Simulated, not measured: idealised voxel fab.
Process module name: voxel capacitor over wiring
The width of the displayed cross-section, cut, is 230 nm; its cells are square, with a size of 5 nm.
Think of the cross-section as a grid of square cells. We describe it in bands, top to bottom, and each band covers one or more rows of those cells.
The entry gives the band's vertical extent as a top height and a bottom height in nm, then its horizontal make-up as materials from left to right, each with a width in nm. "blank" stands for empty space; a single material marked "everywhere" fills the band edge to edge.
Heights are expressed relative to 0, this being the level below which the as-received wafer comprises one material exclusively. The lowest band is unbounded in the downward direction and is denoted as in "top 0, no bottom".
Width spec "30..40" -> top row of cells at first value, bottom row at second value, equal per-row change in between.
Where a step carries "nothing altered", the cross-section came out of it unchanged, cell for cell.
"Tabulated closed voids" means: voids of 8 cells or more that are shut off from the top with no open way through. Written width x height at distance, distance from the left edge, in nm.
Read whatever lies past the settings on a step's line as the simulator's own remark about the step.
The setting "overlay nm" may be written on the line of a step. When the step uses a mask, the value reports how far to the right of the planned place the mask lay, and a negative value reports that it lay to the left.

Here's what the planned process steps look like
1,op RECEIVE | material Si
2,op CONFORMAL_DEP | material SiO2 | thk nm 15
3,op DIRECTIONAL_DEP | material TiN | thk nm 5
4,op DIRECTIONAL_DEP | material Ru | thk nm 15
5,op MASKED_ETCH | tone cover | mask id METAL_1 | width nm 25 | pitch nm 80 | etch materials Ru | depth nm 15 | overlay nm 0
6,op MASKED_ETCH | tone cover | mask id METAL_1 | width nm 25 | pitch nm 80 | etch materials TiN | depth nm 5 | overlay nm 0
7,op FILL_DEP | material SiO2 | thk nm 5
8,op CMP | height nm 35
9,op CONFORMAL_DEP | material SiCN | thk nm 5
10,op DIRECTIONAL_DEP | material SiO2 | thk nm 20
11,op PATTERN | tone open | mask id PLUG_1 | material resist | width nm 15 | thk nm 20 | overlay nm 0
12,op DIRECTIONAL_ETCH | etch materials SiO2 | depth nm 20
13,op DIRECTIONAL_ETCH | etch materials SiCN | depth nm 5
14,op STRIP | etch materials resist
15,op CONFORMAL_DEP | material TiN | thk nm 5
16,op FILL_DEP | material Cu | thk nm 5
17,op CMP | height nm 60
18,op DIRECTIONAL_DEP | material TiN | thk nm 5
19,op DIRECTIONAL_DEP | material SiN | thk nm 5
20,op DIRECTIONAL_DEP | material TiN | thk nm 10
21,op PATTERN | tone cover | mask id UPPER_PLATE | material resist | width nm 60 | thk nm 20 | overlay nm 0
22,op DIRECTIONAL_ETCH | etch materials TiN | depth nm 10
23,op DIRECTIONAL_ETCH | etch materials SiN | depth nm 5
24,op STRIP | etch materials resist
25,op DIRECTIONAL_DEP | material aC | thk nm 15
26,op PATTERN | tone cover | mask id LOWER_PLATE | material resist | width nm 70 | thk nm 30 | overlay nm 0
27,op DIRECTIONAL_ETCH | etch materials aC | depth nm 15
28,op STRIP | etch materials resist
29,op DIRECTIONAL_ETCH | etch materials TiN | depth nm 5
30,op STRIP | etch materials aC
31,op FILL_DEP | material SiO2 | thk nm 15
32,op CMP | height nm 90
33,op DIRECTIONAL_DEP | material aC | thk nm 10
34,op PATTERN | tone open | mask id PLUG_2 | material resist | width nm 15 | thk nm 30 | overlay nm 0
35,op DIRECTIONAL_ETCH | etch materials aC | depth nm 10
36,op STRIP | etch materials resist
37,op DIRECTIONAL_ETCH | etch materials SiO2 | depth nm 5
38,op STRIP | etch materials aC
39,op CONFORMAL_DEP | material TiN | thk nm 5
40,op FILL_DEP | material Ru | thk nm 5
41,op CMP | height nm 90
42,op CONFORMAL_DEP | material SiCN | thk nm 5
Across this set of wafers, the varied parameter is the depth nm of step 37. Starting conditions are identical for every wafer, and the plan reports the value assigned to the first wafer.

This is how the first of several wafers looked in cross-section when it arrived, which is after step 1
	top 0, no bottom: Si everywhere
	Tabulated closed voids: none

Where each wafer stands at the end of the module, a row apiece: cells of each material gained (+) or lost (-) since it was received, then closed voids
depth nm 5, +4 Cu, +30 Ru, +89 SiCN, +12 SiN, +677 SiO2, +62 TiN, Tabulated closed voids: none
depth nm 10, +4 Cu, +31 Ru, +89 SiCN, +12 SiN, +674 SiO2, +64 TiN, Tabulated closed voids: none
depth nm 15, +4 Cu, +31 Ru, +89 SiCN, +12 SiN, +674 SiO2, +64 TiN, Tabulated closed voids: none
depth nm 20, +4 Cu, +31 Ru, +89 SiCN, +12 SiN, +674 SiO2, +64 TiN, Tabulated closed voids: none
depth nm 25, +4 Cu, +31 Ru, +89 SiCN, +12 SiN, +674 SiO2, +64 TiN, Tabulated closed voids: none
